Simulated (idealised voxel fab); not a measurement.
Documented hereafter: the process module known as voxel ribs on slabs.
cross-section cut | 290 nm wide | cells 5 nm
Square cells in a grid make up a cross-section in this document, and the grid is given as bands, listed from the top down, each one or more rows of cells. What a band's entry tells you: where the top is and where the bottom is, as heights in nm, and after that what lies inside, material by material from left to right, each with its width in nm. Empty space is written as the word "air", and a single material marked with the word "throughout" occupies the band from edge to edge. Zero point of the height axis is 0; under it, received wafer = one material. Lowest band: continues down indefinitely, "0 and below". Width spec "30..40" -> top row of cells at first value, bottom row at second value, equal per-row change in between. Step marked "same as before"? Then no cell in the cross-section changed in it. "Trapped void list" means: voids of 8 cells or more that are shut off from the top with no open way through. Written width x height at distance, distance from the left edge, in nm. Step line, after settings: the simulator's comment on this step. "overlay nm" denotes, for a step that has a mask, the displacement of the mask to the right of its planned place, with negative values corresponding to the left. If you're wondering how to read the rest of this, here's the deal. It's pairs of cross-sections: one from before a process step, one from after it. The after one is only drawn as far down as the lowest band that changed. Right under each pair you'll see which step sits between them and what its settings were. Don't read the pairs as one continuous story, though. They can come from different runs of this module on the same starting wafer, and a pair only carries on from the one above it where its entry headed "Pre-process cross-section" says so.

Pre-process cross-section
    0 and below = Si throughout
    Trapped void list: none

Post-Process Section
    30 down to 0 = SiO2 throughout
    Whatever lies below 0 is exactly as it was before.
    Trapped void list: none
Between the cross-sections above, the step performed was DIRECTIONAL_DEP | material SiO2 | thk nm 30

Pre-process cross-section: the pre-step structure is the one depicted after the step in the pair just above.

Post-Process Section
    45 down to 30 = SiN throughout
    Whatever lies below 30 is exactly as it was before.
    Trapped void list: none
Between the cross-sections above, the step performed was DIRECTIONAL_DEP | material SiN | thk nm 15

Pre-process cross-section: the pre-step structure is the one depicted after the step in the pair just above.

Post-Process Section
    45 down to 35 = 130 air, 25 SiN, 135 air
    Whatever lies below 35 is exactly as it was before.
    Trapped void list: none
Between the cross-sections above, the step performed was MASKED_ETCH | tone cover | mask id RIB | width nm 25 | etch materials SiN | depth nm 10 | overlay nm 0

Pre-process cross-section: the pre-step structure is the one depicted after the step in the pair just above.

Post-Process Section
    45 down to 35 = 130 air, 25 SiN, 135 air
    35 down to 30 = 110 air, 65 SiN, 115 air
    Whatever lies below 30 is exactly as it was before.
    Trapped void list: none
Between the cross-sections above, the step performed was MASKED_ETCH | tone cover | mask id SLAB | width nm 65 | etch materials SiN | depth nm 5 | overlay nm 0

Pre-process cross-section: the pre-step structure is the one depicted after the step in the pair just above.

Post-Process Section
    60 down to 45 = SiO2 throughout
    45 down to 35 = 130 SiO2, 25 SiN, 135 SiO2
    35 down to 30 = 110 SiO2, 65 SiN, 115 SiO2
    Whatever lies below 30 is exactly as it was before.
    Trapped void list: none
Between the cross-sections above, the step performed was FILL_DEP | material SiO2 | thk nm 15

Pre-process cross-section: the pre-step structure is the one depicted after the step in the pair just above.

Post-Process Section
    55 down to 45 = SiO2 throughout
    Whatever lies below 45 is exactly as it was before.
    Trapped void list: none
Between the cross-sections above, the step performed was CMP | height nm 55

Pre-process cross-section: the pre-step structure is the one depicted after the step in the pair just above.

Post-Process Section
    65 down to 55 = TiN throughout
    Whatever lies below 55 is exactly as it was before.
    Trapped void list: none
Between the cross-sections above, the step performed was DIRECTIONAL_DEP | material TiN | thk nm 10

Pre-process cross-section: the pre-step structure is the one depicted after the step in the pair just above.

Post-Process Section
    75 down to 65 = aC throughout
    Whatever lies below 65 is exactly as it was before.
    Trapped void list: none
Between the cross-sections above, the step performed was DIRECTIONAL_DEP | material aC | thk nm 10

Pre-process cross-section: the pre-step structure is the one depicted after the step in the pair just above.

Post-Process Section
    100 down to 75 = 125 air, 35 resist, 130 air
    Whatever lies below 75 is exactly as it was before.
    Trapped void list: none
Between the cross-sections above, the step performed was PATTERN | tone cover | mask id HEATER | material resist | width nm 35 | thk nm 25 | overlay nm 0

Pre-process cross-section: the pre-step structure is the one depicted after the step in the pair just above.

Post-Process Section
    90 down to 75 = 125 air, 35 resist, 130 air
    75 down to 65 = 125 air, 35 aC, 130 air
    Whatever lies below 65 is exactly as it was before.
    Trapped void list: none
Between the cross-sections above, the step performed was DIRECTIONAL_ETCH | etch materials aC | depth nm 10

Pre-process cross-section: the pre-step structure is the one depicted after the step in the pair just above.

Post-Process Section
    75 down to 65 = 125 air, 35 aC, 130 air
    Whatever lies below 65 is exactly as it was before.
    Trapped void list: none
Between the cross-sections above, the step performed was STRIP | etch materials resist

Pre-process cross-section: the pre-step structure is the one depicted after the step in the pair just above.

Post-Process Section
    75 down to 65 = 125 air, 35 aC, 130 air
    65 down to 55 = 125 air, 35 TiN, 130 air
    Whatever lies below 55 is exactly as it was before.
    Trapped void list: none
Between the cross-sections above, the step performed was DIRECTIONAL_ETCH | etch materials TiN | depth nm 10

Pre-process cross-section: the pre-step structure is the one depicted after the step in the pair just above.

Post-Process Section
    65 down to 55 = 125 air, 35 TiN, 130 air
    Whatever lies below 55 is exactly as it was before.
    Trapped void list: none
Between the cross-sections above, the step performed was STRIP | etch materials aC

Pre-process cross-section: the pre-step structure is the one depicted after the step in the pair just above.

Post-Process Section
    70 down to 65 = 120 air, 45 SiO2, 125 air
    65 down to 60 = 120 air, 5 SiO2, 35 TiN, 5 SiO2, 125 air
    60 down to 55 = 125 SiO2, 35 TiN, 130 SiO2
    Whatever lies below 55 is exactly as it was before.
    Trapped void list: none
Between the cross-sections above, the step performed was CONFORMAL_DEP | material SiO2 | thk nm 5

Pre-process cross-section
    45 down to 30 = SiN throughout
    30 down to 0 = SiO2 throughout
    0 and below = Si throughout
    Trapped void list: none

Post-Process Section
    60 down to 30 = SiN throughout
    Whatever lies below 30 is exactly as it was before.
    Trapped void list: none
Between the cross-sections above, the step performed was DIRECTIONAL_DEP | material SiN | thk nm 15

Pre-process cross-section: the pre-step structure is the one depicted after the step in the pair just above.

Post-Process Section
    60 down to 50 = 130 air, 25 SiN, 135 air
    Whatever lies below 50 is exactly as it was before.
    Trapped void list: none
Between the cross-sections above, the step performed was MASKED_ETCH | tone cover | mask id RIB | width nm 25 | etch materials SiN | depth nm 10 | overlay nm 0

Pre-process cross-section: the pre-step structure is the one depicted after the step in the pair just above.

Post-Process Section
    60 down to 50 = 130 air, 25 SiN, 135 air
    50 down to 45 = 110 air, 65 SiN, 115 air
    Whatever lies below 45 is exactly as it was before.
    Trapped void list: none
Between the cross-sections above, the step performed was MASKED_ETCH | tone cover | mask id SLAB | width nm 65 | etch materials SiN | depth nm 5 | overlay nm 0

Pre-process cross-section: the pre-step structure is the one depicted after the step in the pair just above.

Post-Process Section
    75 down to 60 = SiO2 throughout
    60 down to 50 = 130 SiO2, 25 SiN, 135 SiO2
    50 down to 45 = 110 SiO2, 65 SiN, 115 SiO2
    Whatever lies below 45 is exactly as it was before.
    Trapped void list: none
Between the cross-sections above, the step performed was FILL_DEP | material SiO2 | thk nm 15

Pre-process cross-section: the pre-step structure is the one depicted after the step in the pair just above.

Post-Process Section
    55 down to 45 = 130..110 SiO2, 25..65 SiN, 135..115 SiO2
    Whatever lies below 45 is exactly as it was before.
    Trapped void list: none
Between the cross-sections above, the step performed was CMP | height nm 55

Pre-process cross-section: the pre-step structure is the one depicted after the step in the pair just above.

Post-Process Section
    65 down to 55 = TiN throughout
    Whatever lies below 55 is exactly as it was before.
    Trapped void list: none
Between the cross-sections above, the step performed was DIRECTIONAL_DEP | material TiN | thk nm 10

Pre-process cross-section: the pre-step structure is the one depicted after the step in the pair just above.

Post-Process Section
    75 down to 65 = aC throughout
    Whatever lies below 65 is exactly as it was before.
    Trapped void list: none
Between the cross-sections above, the step performed was DIRECTIONAL_DEP | material aC | thk nm 10

Pre-process cross-section: the pre-step structure is the one depicted after the step in the pair just above.

Post-Process Section
    100 down to 75 = 125 air, 35 resist, 130 air
    Whatever lies below 75 is exactly as it was before.
    Trapped void list: none
Between the cross-sections above, the step performed was PATTERN | tone cover | mask id HEATER | material resist | width nm 35 | thk nm 25 | overlay nm 0

Pre-process cross-section: the pre-step structure is the one depicted after the step in the pair just above.

Post-Process Section
    90 down to 75 = 125 air, 35 resist, 130 air
    75 down to 65 = 125 air, 35 aC, 130 air
    Whatever lies below 65 is exactly as it was before.
    Trapped void list: none
Between the cross-sections above, the step performed was DIRECTIONAL_ETCH | etch materials aC | depth nm 10

Pre-process cross-section: the pre-step structure is the one depicted after the step in the pair just above.

Post-Process Section
    75 down to 65 = 125 air, 35 aC, 130 air
    Whatever lies below 65 is exactly as it was before.
    Trapped void list: none
Between the cross-sections above, the step performed was STRIP | etch materials resist

Pre-process cross-section: the pre-step structure is the one depicted after the step in the pair just above.

Post-Process Section
    75 down to 65 = 125 air, 35 aC, 130 air
    65 down to 55 = 125 air, 35 TiN, 130 air
    Whatever lies below 55 is exactly as it was before.
    Trapped void list: none
Between the cross-sections above, the step performed was DIRECTIONAL_ETCH | etch materials TiN | depth nm 10

Pre-process cross-section: the pre-step structure is the one depicted after the step in the pair just above.

Post-Process Section
    65 down to 55 = 125 air, 35 TiN, 130 air
    Whatever lies below 55 is exactly as it was before.
    Trapped void list: none
Between the cross-sections above, the step performed was STRIP | etch materials aC

Pre-process cross-section: the pre-step structure is the one depicted after the step in the pair just above.

Post-Process Section
    70 down to 65 = 120 air, 45 SiO2, 125 air
    65 down to 60 = 120 air, 5 SiO2, 35 TiN, 5 SiO2, 125 air
    60 down to 55 = 125 SiO2, 35 TiN, 130 SiO2
    Whatever lies below 55 is exactly as it was before.
    Trapped void list: none
Between the cross-sections above, the step performed was CONFORMAL_DEP | material SiO2 | thk nm 5

Pre-process cross-section
    0 and below = Si throughout
    Trapped void list: none

Post-Process Section
    15 down to 0 = SiN throughout
    Whatever lies below 0 is exactly as it was before.
    Trapped void list: none
Between the cross-sections above, the step performed was DIRECTIONAL_DEP | material SiN | thk nm 15

Pre-process cross-section: the pre-step structure is the one depicted after the step in the pair just above.

Post-Process Section
    45 down to 15 = SiO2 throughout
    Whatever lies below 15 is exactly as it was before.
    Trapped void list: none
Between the cross-sections above, the step performed was DIRECTIONAL_DEP | material SiO2 | thk nm 30

Pre-process cross-section: the pre-step structure is the one depicted after the step in the pair just above.

Post-Process Section
    60 down to 15 = SiO2 throughout
    Whatever lies below 15 is exactly as it was before.
    Trapped void list: none
Between the cross-sections above, the step performed was FILL_DEP | material SiO2 | thk nm 15

Pre-process cross-section: the pre-step structure is the one depicted after the step in the pair just above.

Post-Process Section
    55 down to 15 = SiO2 throughout
    Whatever lies below 15 is exactly as it was before.
    Trapped void list: none
Between the cross-sections above, the step performed was CMP | height nm 55

Pre-process cross-section: the pre-step structure is the one depicted after the step in the pair just above.

Post-Process Section
    65 down to 55 = TiN throughout
    Whatever lies below 55 is exactly as it was before.
    Trapped void list: none
Between the cross-sections above, the step performed was DIRECTIONAL_DEP | material TiN | thk nm 10

Pre-process cross-section: the pre-step structure is the one depicted after the step in the pair just above.

Post-Process Section
    75 down to 65 = aC throughout
    Whatever lies below 65 is exactly as it was before.
    Trapped void list: none
Between the cross-sections above, the step performed was DIRECTIONAL_DEP | material aC | thk nm 10

Pre-process cross-section: the pre-step structure is the one depicted after the step in the pair just above.

Post-Process Section
    100 down to 75 = 125 air, 35 resist, 130 air
    Whatever lies below 75 is exactly as it was before.
    Trapped void list: none
Between the cross-sections above, the step performed was PATTERN | tone cover | mask id HEATER | material resist | width nm 35 | thk nm 25 | overlay nm 0

Pre-process cross-section: the pre-step structure is the one depicted after the step in the pair just above.

Post-Process Section
    90 down to 75 = 125 air, 35 resist, 130 air
    75 down to 65 = 125 air, 35 aC, 130 air
    Whatever lies below 65 is exactly as it was before.
    Trapped void list: none
Between the cross-sections above, the step performed was DIRECTIONAL_ETCH | etch materials aC | depth nm 10

Pre-process cross-section: the pre-step structure is the one depicted after the step in the pair just above.

Post-Process Section
    75 down to 65 = 125 air, 35 aC, 130 air
    Whatever lies below 65 is exactly as it was before.
    Trapped void list: none
Between the cross-sections above, the step performed was STRIP | etch materials resist

Pre-process cross-section: the pre-step structure is the one depicted after the step in the pair just above.

Post-Process Section
    75 down to 65 = 125 air, 35 aC, 130 air
    65 down to 55 = 125 air, 35 TiN, 130 air
    Whatever lies below 55 is exactly as it was before.
    Trapped void list: none
Between the cross-sections above, the step performed was DIRECTIONAL_ETCH | etch materials TiN | depth nm 10

Pre-process cross-section: the pre-step structure is the one depicted after the step in the pair just above.

Post-Process Section
    65 down to 55 = 125 air, 35 TiN, 130 air
    Whatever lies below 55 is exactly as it was before.
    Trapped void list: none
Between the cross-sections above, the step performed was STRIP | etch materials aC

Pre-process cross-section: the pre-step structure is the one depicted after the step in the pair just above.

Post-Process Section
    70 down to 65 = 120 air, 45 SiO2, 125 air
    65 down to 60 = 120 air, 5 SiO2, 35 TiN, 5 SiO2, 125 air
    60 down to 55 = 125 SiO2, 35 TiN, 130 SiO2
    Whatever lies below 55 is exactly as it was before.
    Trapped void list: none
Between the cross-sections above, the step performed was CONFORMAL_DEP | material SiO2 | thk nm 5

Pre-process cross-section
    60 down to 45 = SiO2 throughout
    45 down to 35 = 130 SiO2, 25 SiN, 135 SiO2
    35 down to 30 = 110 SiO2, 65 SiN, 115 SiO2
    30 down to 0 = SiO2 throughout
    0 and below = Si throughout
    Trapped void list: none

Post-Process Section
    45 down to 35 = 130 SiO2, 25 SiN, 135 SiO2
    Whatever lies below 35 is exactly as it was before.
    Trapped void list: none
Between the cross-sections above, the step performed was CMP | height nm 45

Pre-process cross-section: the pre-step structure is the one depicted after the step in the pair just above.

Post-Process Section
    55 down to 45 = TiN throughout
    Whatever lies below 45 is exactly as it was before.
    Trapped void list: none
Between the cross-sections above, the step performed was DIRECTIONAL_DEP | material TiN | thk nm 10

Pre-process cross-section: the pre-step structure is the one depicted after the step in the pair just above.

Post-Process Section
    65 down to 55 = aC throughout
    Whatever lies below 55 is exactly as it was before.
    Trapped void list: none
Between the cross-sections above, the step performed was DIRECTIONAL_DEP | material aC | thk nm 10

Pre-process cross-section: the pre-step structure is the one depicted after the step in the pair just above.

Post-Process Section
    90 down to 65 = 125 air, 35 resist, 130 air
    Whatever lies below 65 is exactly as it was before.
    Trapped void list: none
Between the cross-sections above, the step performed was PATTERN | tone cover | mask id HEATER | material resist | width nm 35 | thk nm 25 | overlay nm 0

Pre-process cross-section: the pre-step structure is the one depicted after the step in the pair just above.

Post-Process Section
    80 down to 65 = 125 air, 35 resist, 130 air
    65 down to 55 = 125 air, 35 aC, 130 air
    Whatever lies below 55 is exactly as it was before.
    Trapped void list: none
Between the cross-sections above, the step performed was DIRECTIONAL_ETCH | etch materials aC | depth nm 10

Pre-process cross-section: the pre-step structure is the one depicted after the step in the pair just above.

Post-Process Section
    65 down to 55 = 125 air, 35 aC, 130 air
    Whatever lies below 55 is exactly as it was before.
    Trapped void list: none
Between the cross-sections above, the step performed was STRIP | etch materials resist

Pre-process cross-section: the pre-step structure is the one depicted after the step in the pair just above.

Post-Process Section
    65 down to 55 = 125 air, 35 aC, 130 air
    55 down to 45 = 125 air, 35 TiN, 130 air
    Whatever lies below 45 is exactly as it was before.
    Trapped void list: none
Between the cross-sections above, the step performed was DIRECTIONAL_ETCH | etch materials TiN | depth nm 10

Pre-process cross-section: the pre-step structure is the one depicted after the step in the pair just above.

Post-Process Section
    55 down to 45 = 125 air, 35 TiN, 130 air
    Whatever lies below 45 is exactly as it was before.
    Trapped void list: none
Between the cross-sections above, the step performed was STRIP | etch materials aC

Pre-process cross-section: the pre-step structure is the one depicted after the step in the pair just above.

Post-Process Section
    60 down to 55 = 120 air, 45 SiO2, 125 air
    55 down to 50 = 120 air, 5 SiO2, 35 TiN, 5 SiO2, 125 air
    50 down to 45 = 125 SiO2, 35 TiN, 130 SiO2
    Whatever lies below 45 is exactly as it was before.
    Trapped void list: none
Between the cross-sections above, the step performed was CONFORMAL_DEP | material SiO2 | thk nm 5

Pre-process cross-section
    75 down to 65 = aC throughout
    65 down to 55 = TiN throughout
    55 down to 45 = SiO2 throughout
    45 down to 35 = 130 SiO2, 25 SiN, 135 SiO2
    35 down to 30 = 110 SiO2, 65 SiN, 115 SiO2
    30 down to 0 = SiO2 throughout
    0 and below = Si throughout
    Trapped void list: none

Post-Process Section
    100 down to 75 = 130 air, 25 resist, 135 air
    Whatever lies below 75 is exactly as it was before.
    Trapped void list: none
Between the cross-sections above, the step performed was PATTERN | tone cover | mask id HEATER | material resist | width nm 25 | thk nm 25 | overlay nm 0

Pre-process cross-section: the pre-step structure is the one depicted after the step in the pair just above.

Post-Process Section
    90 down to 75 = 130 air, 25 resist, 135 air
    75 down to 65 = 130 air, 25 aC, 135 air
    Whatever lies below 65 is exactly as it was before.
    Trapped void list: none
Between the cross-sections above, the step performed was DIRECTIONAL_ETCH | etch materials aC | depth nm 10

Pre-process cross-section: the pre-step structure is the one depicted after the step in the pair just above.

Post-Process Section
    75 down to 65 = 130 air, 25 aC, 135 air
    Whatever lies below 65 is exactly as it was before.
    Trapped void list: none
Between the cross-sections above, the step performed was STRIP | etch materials resist

Pre-process cross-section: the pre-step structure is the one depicted after the step in the pair just above.

Post-Process Section
    75 down to 65 = 130 air, 25 aC, 135 air
    65 down to 55 = 130 air, 25 TiN, 135 air
    Whatever lies below 55 is exactly as it was before.
    Trapped void list: none
Between the cross-sections above, the step performed was DIRECTIONAL_ETCH | etch materials TiN | depth nm 10

Pre-process cross-section: the pre-step structure is the one depicted after the step in the pair just above.

Post-Process Section
    65 down to 55 = 130 air, 25 TiN, 135 air
    Whatever lies below 55 is exactly as it was before.
    Trapped void list: none
Between the cross-sections above, the step performed was STRIP | etch materials aC

Pre-process cross-section: the pre-step structure is the one depicted after the step in the pair just above.

Post-Process Section
    70 down to 65 = 125 air, 35 SiO2, 130 air
    65 down to 60 = 125 air, 5 SiO2, 25 TiN, 5 SiO2, 130 air
    60 down to 55 = 130 SiO2, 25 TiN, 135 SiO2
    Whatever lies below 55 is exactly as it was before.
    Trapped void list: none
Between the cross-sections above, the step performed was CONFORMAL_DEP | material SiO2 | thk nm 5

Pre-process cross-section
    45 down to 30 = SiN throughout
    30 down to 0 = SiO2 throughout
    0 and below = Si throughout
    Trapped void list: none

Post-Process Section
    45 down to 35 = 135 air, 25 SiN, 130 air
    Whatever lies below 35 is exactly as it was before.
    Trapped void list: none
Between the cross-sections above, the step performed was MASKED_ETCH | tone cover | mask id RIB | width nm 25 | etch materials SiN | depth nm 10 | overlay nm 5

Pre-process cross-section: the pre-step structure is the one depicted after the step in the pair just above.

Post-Process Section
    45 down to 35 = 135 air, 25 SiN, 130 air
    35 down to 30 = 110 air, 65 SiN, 115 air
    Whatever lies below 30 is exactly as it was before.
    Trapped void list: none
Between the cross-sections above, the step performed was MASKED_ETCH | tone cover | mask id SLAB | width nm 65 | etch materials SiN | depth nm 5 | overlay nm 0

Pre-process cross-section: the pre-step structure is the one depicted after the step in the pair just above.

Post-Process Section
    60 down to 45 = SiO2 throughout
    45 down to 35 = 135 SiO2, 25 SiN, 130 SiO2
    35 down to 30 = 110 SiO2, 65 SiN, 115 SiO2
    Whatever lies below 30 is exactly as it was before.
    Trapped void list: none
Between the cross-sections above, the step performed was FILL_DEP | material SiO2 | thk nm 15

Pre-process cross-section: the pre-step structure is the one depicted after the step in the pair just above.

Post-Process Section
    55 down to 45 = SiO2 throughout
    Whatever lies below 45 is exactly as it was before.
    Trapped void list: none
Between the cross-sections above, the step performed was CMP | height nm 55

Pre-process cross-section: the pre-step structure is the one depicted after the step in the pair just above.

Post-Process Section
    65 down to 55 = TiN throughout
    Whatever lies below 55 is exactly as it was before.
    Trapped void list: none
Between the cross-sections above, the step performed was DIRECTIONAL_DEP | material TiN | thk nm 10

Pre-process cross-section: the pre-step structure is the one depicted after the step in the pair just above.

Post-Process Section
    75 down to 65 = aC throughout
    Whatever lies below 65 is exactly as it was before.
    Trapped void list: none
Between the cross-sections above, the step performed was DIRECTIONAL_DEP | material aC | thk nm 10

Pre-process cross-section: the pre-step structure is the one depicted after the step in the pair just above.

Post-Process Section
    100 down to 75 = 125 air, 35 resist, 130 air
    Whatever lies below 75 is exactly as it was before.
    Trapped void list: none
Between the cross-sections above, the step performed was PATTERN | tone cover | mask id HEATER | material resist | width nm 35 | thk nm 25 | overlay nm 0

Pre-process cross-section: the pre-step structure is the one depicted after the step in the pair just above.

Post-Process Section
    90 down to 75 = 125 air, 35 resist, 130 air
    75 down to 65 = 125 air, 35 aC, 130 air
    Whatever lies below 65 is exactly as it was before.
    Trapped void list: none
Between the cross-sections above, the step performed was DIRECTIONAL_ETCH | etch materials aC | depth nm 10

Pre-process cross-section: the pre-step structure is the one depicted after the step in the pair just above.

Post-Process Section
    75 down to 65 = 125 air, 35 aC, 130 air
    Whatever lies below 65 is exactly as it was before.
    Trapped void list: none
Between the cross-sections above, the step performed was STRIP | etch materials resist

Pre-process cross-section: the pre-step structure is the one depicted after the step in the pair just above.

Post-Process Section
    75 down to 65 = 125 air, 35 aC, 130 air
    65 down to 55 = 125 air, 35 TiN, 130 air
    Whatever lies below 55 is exactly as it was before.
    Trapped void list: none
Between the cross-sections above, the step performed was DIRECTIONAL_ETCH | etch materials TiN | depth nm 10

Pre-process cross-section: the pre-step structure is the one depicted after the step in the pair just above.

Post-Process Section
    65 down to 55 = 125 air, 35 TiN, 130 air
    Whatever lies below 55 is exactly as it was before.
    Trapped void list: none
Between the cross-sections above, the step performed was STRIP | etch materials aC

Pre-process cross-section: the pre-step structure is the one depicted after the step in the pair just above.

Post-Process Section
    70 down to 65 = 120 air, 45 SiO2, 125 air
    65 down to 60 = 120 air, 5 SiO2, 35 TiN, 5 SiO2, 125 air
    60 down to 55 = 125 SiO2, 35 TiN, 130 SiO2
    Whatever lies below 55 is exactly as it was before.
    Trapped void list: none
Between the cross-sections above, the step performed was CONFORMAL_DEP | material SiO2 | thk nm 5

Pre-process cross-section
    65 down to 55 = 125 air, 35 TiN, 130 air
    55 down to 45 = SiO2 throughout
    45 down to 35 = 130 SiO2, 25 SiN, 135 SiO2
    35 down to 30 = 110 SiO2, 65 SiN, 115 SiO2
    30 down to 0 = SiO2 throughout
    0 and below = Si throughout
    Trapped void list: none

Post-Process Section
    70 down to 65 = 120 air, 45 SiN, 125 air
    65 down to 60 = 120 air, 5 SiN, 35 TiN, 5 SiN, 125 air
    60 down to 55 = 125 SiN, 35 TiN, 130 SiN
    Whatever lies below 55 is exactly as it was before.
    Trapped void list: none
Between the cross-sections above, the step performed was CONFORMAL_DEP | material SiN | thk nm 5

Pre-process cross-section
    45 down to 35 = 130 air, 25 SiN, 135 air
    35 down to 30 = SiN throughout
    30 down to 0 = SiO2 throughout
    0 and below = Si throughout
    Trapped void list: none

Post-Process Section
    40 down to 35 = 130 air, 25 SiN, 135 air
    35 down to 30 = 110 SiN, 20 air, 25 SiN, 20 air, 115 SiN
    Whatever lies below 30 is exactly as it was before.
    Trapped void list: none
Between the cross-sections above, the step performed was MASKED_ETCH | tone open | mask id SLAB | width nm 65 | etch materials SiN | depth nm 5 | overlay nm 0

Pre-process cross-section: the pre-step structure is the one depicted after the step in the pair just above.

Post-Process Section
    55 down to 40 = SiO2 throughout
    40 down to 35 = 130 SiO2, 25 SiN, 135 SiO2
    35 down to 30 = 110 SiN, 20 SiO2, 25 SiN, 20 SiO2, 115 SiN
    Whatever lies below 30 is exactly as it was before.
    Trapped void list: none
Between the cross-sections above, the step performed was FILL_DEP | material SiO2 | thk nm 15

Pre-process cross-section: the pre-step structure is the one depicted after the step in the pair just above.

Post-Process Section
    65 down to 55 = TiN throughout
    Whatever lies below 55 is exactly as it was before.
    Trapped void list: none
Between the cross-sections above, the step performed was DIRECTIONAL_DEP | material TiN | thk nm 10

Pre-process cross-section: the pre-step structure is the one depicted after the step in the pair just above.

Post-Process Section
    75 down to 65 = aC throughout
    Whatever lies below 65 is exactly as it was before.
    Trapped void list: none
Between the cross-sections above, the step performed was DIRECTIONAL_DEP | material aC | thk nm 10

Pre-process cross-section: the pre-step structure is the one depicted after the step in the pair just above.

Post-Process Section
    100 down to 75 = 125 air, 35 resist, 130 air
    Whatever lies below 75 is exactly as it was before.
    Trapped void list: none
Between the cross-sections above, the step performed was PATTERN | tone cover | mask id HEATER | material resist | width nm 35 | thk nm 25 | overlay nm 0

Pre-process cross-section: the pre-step structure is the one depicted after the step in the pair just above.

Post-Process Section
    90 down to 75 = 125 air, 35 resist, 130 air
    75 down to 65 = 125 air, 35 aC, 130 air
    Whatever lies below 65 is exactly as it was before.
    Trapped void list: none
Between the cross-sections above, the step performed was DIRECTIONAL_ETCH | etch materials aC | depth nm 10

Pre-process cross-section: the pre-step structure is the one depicted after the step in the pair just above.

Post-Process Section
    75 down to 65 = 125 air, 35 aC, 130 air
    Whatever lies below 65 is exactly as it was before.
    Trapped void list: none
Between the cross-sections above, the step performed was STRIP | etch materials resist

Pre-process cross-section: the pre-step structure is the one depicted after the step in the pair just above.

Post-Process Section
    75 down to 65 = 125 air, 35 aC, 130 air
    65 down to 55 = 125 air, 35 TiN, 130 air
    Whatever lies below 55 is exactly as it was before.
    Trapped void list: none
Between the cross-sections above, the step performed was DIRECTIONAL_ETCH | etch materials TiN | depth nm 10

Pre-process cross-section: the pre-step structure is the one depicted after the step in the pair just above.

Post-Process Section
    65 down to 55 = 125 air, 35 TiN, 130 air
    Whatever lies below 55 is exactly as it was before.
    Trapped void list: none
Between the cross-sections above, the step performed was STRIP | etch materials aC

Pre-process cross-section: the pre-step structure is the one depicted after the step in the pair just above.

Post-Process Section
    70 down to 65 = 120 air, 45 SiO2, 125 air
    65 down to 60 = 120 air, 5 SiO2, 35 TiN, 5 SiO2, 125 air
    60 down to 55 = 125 SiO2, 35 TiN, 130 SiO2
    Whatever lies below 55 is exactly as it was before.
    Trapped void list: none
Between the cross-sections above, the step performed was CONFORMAL_DEP | material SiO2 | thk nm 5
